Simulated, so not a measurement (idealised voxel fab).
Process module, titled voxel self aligned vias
Section shown: cut. Width: 175 nm. Cell size: 5 nm, square.
For the purposes of this document, a cross-section shall be understood as a grid of square cells, specified as bands listed in top-to-bottom order, each band consisting of one or more rows of cells. Quick guide to a band line: top height, bottom height (nm) up front; then every material left to right with its width in nm. Only one material and it's marked "all across"? Then it fills the band edge to edge. And "blank" just means empty space. Convention: height 0 is the level below which the wafer, as received, is all one material. The lowest band does not terminate at the bottom but continues downward, represented as "0 -> down". Top row gets the first number, bottom row gets the second, and each row in between changes by the same step: that is how a band width like "30 to 40" works. Reading "no modification" for a step: not a cell of the cross-section changed in it. Entry "Trapped void list" = empty spaces >= 8 cells with no open way to the top; each as width x height at distance, distance from left edge, all nm. Read whatever lies past the settings on a step's line as the simulator's own remark about the step. The optional step-line setting "overlay nm" applies to steps with a mask and quantifies how far to the right of its planned location the mask lay, a negative value indicating leftward placement.
# List of planned process steps
1: RECEIVE (material Si)
2: CONFORMAL_DEP (material SiO2; thk nm 15)
3: CONFORMAL_DEP (material SiCN; thk nm 5)
4: DIRECTIONAL_DEP (material lowk; thk nm 25)
5: DIRECTIONAL_DEP (material aC; thk nm 15)
6: PATTERN (tone open; mask id LINES; material resist; width nm 25; pitch nm 65; thk nm 35; overlay nm 0)
7: DIRECTIONAL_ETCH (etch materials aC; depth nm 15)
8: STRIP (etch materials resist)
9: DIRECTIONAL_ETCH (etch materials lowk; depth nm 25)
10: STRIP (etch materials aC)
11: CONFORMAL_DEP (material TiN; thk nm 5)
12: FILL_DEP (material W; thk nm 10)
13: CMP (height nm 45)
14: SELECTIVE_ETCH (etch materials W Ru TiN; depth nm 5)
15: FILL_DEP (material SiN; thk nm 5)
16: CMP (height nm 45)
17: DIRECTIONAL_DEP (material lowk; thk nm 15)
18: MASKED_ETCH (tone open; mask id VIAS; width nm 35; etch materials lowk; depth nm 15; overlay nm 0)
19: MASKED_ETCH (tone open; mask id VIAS; width nm 35; etch materials SiN; depth nm 5; overlay nm 0)
20: CONFORMAL_DEP (material TiN; thk nm 5)
21: FILL_DEP (material Cu; thk nm 5)
22: CMP (height nm 60)
23: CONFORMAL_DEP (material SiN; thk nm 5)
# Concerning the first of two wafers, which was run in accordance with the plan
# Step 1 complete: cross-section of the wafer as received
* 0 -> down: Si all across
* Trapped void list: none
# So this is the wafer cross-section right after step 2
* 15 -> 0: SiO2 all across
* Beneath the level 0, the cross-section is identical to its previous state.
# So this is the wafer cross-section right after step 3
* 20 -> 15: SiCN all across
* Beneath the level 15, the cross-section is identical to its previous state.
# So this is the wafer cross-section right after step 4
* 45 -> 20: lowk all across
* Beneath the level 20, the cross-section is identical to its previous state.
# So this is the wafer cross-section right after step 5
* 60 -> 45: aC all across
* Beneath the level 45, the cross-section is identical to its previous state.
# So this is the wafer cross-section right after step 6
* 95 -> 60: 40 resist; 25 blank; 40 resist; 25 blank; 45 resist
* Beneath the level 60, the cross-section is identical to its previous state.
# So this is the wafer cross-section right after step 7
* 80 -> 60: 40 resist; 25 blank; 40 resist; 25 blank; 45 resist
* 60 -> 45: 40 aC; 25 blank; 40 aC; 25 blank; 45 aC
* Beneath the level 45, the cross-section is identical to its previous state.
# So this is the wafer cross-section right after step 8
* 60 -> 45: 40 aC; 25 blank; 40 aC; 25 blank; 45 aC
* Beneath the level 45, the cross-section is identical to its previous state.
# So this is the wafer cross-section right after step 9
* 60 -> 45: 40 aC; 25 blank; 40 aC; 25 blank; 45 aC
* 45 -> 20: 40 lowk; 25 blank; 40 lowk; 25 blank; 45 lowk
* Beneath the level 20, the cross-section is identical to its previous state.
# So this is the wafer cross-section right after step 10
* 45 -> 20: 40 lowk; 25 blank; 40 lowk; 25 blank; 45 lowk
* Beneath the level 20, the cross-section is identical to its previous state.
# So this is the wafer cross-section right after step 11
* 50 -> 45: 45 TiN; 15 blank; 50 TiN; 15 blank; 50 TiN
* 45 -> 25: 40 lowk; 5 TiN; 15 blank; 5 TiN; 40 lowk; 5 TiN; 15 blank; 5 TiN; 45 lowk
* 25 -> 20: 40 lowk; 25 TiN; 40 lowk; 25 TiN; 45 lowk
* Beneath the level 20, the cross-section is identical to its previous state.
# So this is the wafer cross-section right after step 12
* 60 -> 50: W all across
* 50 -> 45: 45 TiN; 15 W; 50 TiN; 15 W; 50 TiN
* 45 -> 25: 40 lowk; 5 TiN; 15 W; 5 TiN; 40 lowk; 5 TiN; 15 W; 5 TiN; 45 lowk
* Beneath the level 25, the cross-section is identical to its previous state.
# So this is the wafer cross-section right after step 13
* 45 -> 25: 40 lowk; 5 TiN; 15 W; 5 TiN; 40 lowk; 5 TiN; 15 W; 5 TiN; 45 lowk
* Beneath the level 25, the cross-section is identical to its previous state.
# So this is the wafer cross-section right after step 14
* 45 -> 40: 40 lowk; 25 blank; 40 lowk; 25 blank; 45 lowk
* Beneath the level 40, the cross-section is identical to its previous state.
# So this is the wafer cross-section right after step 15
* 50 -> 45: SiN all across
* 45 -> 40: 40 lowk; 25 SiN; 40 lowk; 25 SiN; 45 lowk
* Beneath the level 40, the cross-section is identical to its previous state.
# So this is the wafer cross-section right after step 16
* 45 -> 40: 40 lowk; 25 SiN; 40 lowk; 25 SiN; 45 lowk
* Beneath the level 40, the cross-section is identical to its previous state.
# So this is the wafer cross-section right after step 17
* 60 -> 45: lowk all across
* Beneath the level 45, the cross-section is identical to its previous state.
# So this is the wafer cross-section right after step 18
* 60 -> 45: 35 lowk; 35 blank; 105 lowk
* Beneath the level 45, the cross-section is identical to its previous state.
# So this is the wafer cross-section right after step 19
* 60 -> 45: 35 lowk; 35 blank; 105 lowk
* 45 -> 40: 40 lowk; 25 blank; 40 lowk; 25 SiN; 45 lowk
* Beneath the level 40, the cross-section is identical to its previous state.
# So this is the wafer cross-section right after step 20
* 65 -> 60: 40 TiN; 25 blank; 110 TiN
* 60 -> 50: 35 lowk; 5 TiN; 25 blank; 5 TiN; 105 lowk
* 50 -> 45: 35 lowk; 10 TiN; 15 blank; 10 TiN; 105 lowk
* 45 -> 40: 40 lowk; 25 TiN; 40 lowk; 25 SiN; 45 lowk
* Beneath the level 40, the cross-section is identical to its previous state.
# So this is the wafer cross-section right after step 21
* 70 -> 65: Cu all across
* 65 -> 60: 40 TiN; 25 Cu; 110 TiN
* 60 -> 50: 35 lowk; 5 TiN; 25 Cu; 5 TiN; 105 lowk
* 50 -> 45: 35 lowk; 10 TiN; 15 Cu; 10 TiN; 105 lowk
* Beneath the level 45, the cross-section is identical to its previous state.
# So this is the wafer cross-section right after step 22
* 60 -> 50: 35 lowk; 5 TiN; 25 Cu; 5 TiN; 105 lowk
* Beneath the level 50, the cross-section is identical to its previous state.
# So this is the wafer cross-section right after step 23
* 65 -> 60: SiN all across
* Beneath the level 60, the cross-section is identical to its previous state.
# Regarding the second of the two wafers: it shared the first wafer's starting condition and process plan, yet one error occurred during its execution. Its history coincides with that of the first wafer up to and including step 21
# Second wafer, cross-section, planned end of step 22
* 50 -> 45: 35 lowk; 10 TiN; 15 Cu; 10 TiN; 105 lowk
* Beneath the level 45, the cross-section is identical to its previous state.
# Second wafer, cross-section, planned end of step 23
* 55 -> 50: SiN all across
* Beneath the level 50, the cross-section is identical to its previous state.
Short version of what went wrong: step 22 ran differently from the plan; actual operation with settings: CMP (height nm 50)
The second wafer ends with more or fewer cells of some materials than the first, per final count: Cu -10 | TiN -4 | lowk -56
